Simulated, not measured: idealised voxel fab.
process module | voxel tone inversion
cross-section cut | 265 nm wide | cells 5 nm
A cross-section is a grid of square cells, given in bands from the top down. A band is one or more rows of cells.
Each band's line starts with the height of the band's top and of its bottom, in nm. Then come its materials from left to right, each with its width in nm. One material with "throughout" fills the band from edge to edge. "air" is empty space.
Height 0 is the level under which the wafer as received is all one material. The lowest band goes on downwards, as in "0 down".
A width such as "30 to 40" changes by the same amount from each row of cells to the next, from the band's top row to its bottom row.
"no change" after a step means that no cell of the cross-section changed.
closed voids: empty space of 8 cells or more with no open way to the top, each as width x height at its distance from the left edge, in nm
after a step's settings: what the simulator itself notes on the step
overlay nm, on a step with a mask: how far to the right of its planned place the mask lay; to the left if negative
plan
1 op RECEIVE | material Si
2 op CONFORMAL_DEP | material SiCN | thk nm 10
3 op DIRECTIONAL_DEP | material polySi | thk nm 25
4 op PATTERN | tone cover | mask id POSTS | material resist | width nm 25 | pitch nm 40 | thk nm 35 | overlay nm 0
5 op DIRECTIONAL_ETCH | etch materials polySi | depth nm 25
6 op STRIP | etch materials resist
7 op FILL_DEP | material SiO2 | thk nm 10
8 op CMP | height nm 35
9 op STRIP | etch materials polySi
as received, after step 1
  0 down: Si throughout
  closed voids: none
a wafer at the end: this start, this plan, one mistake
  35 to 10: SiO2 85 | air 20 | SiO2 20 | air 20 | SiO2 20 | air 20 | SiO2 80
  10 to 0: SiCN throughout
  0 down: Si throughout
  closed voids: none
what went wrong: step 4 ran as: op PATTERN | tone cover | mask id POSTS | material resist | width nm 20 | pitch nm 40 | thk nm 35 | overlay nm 0
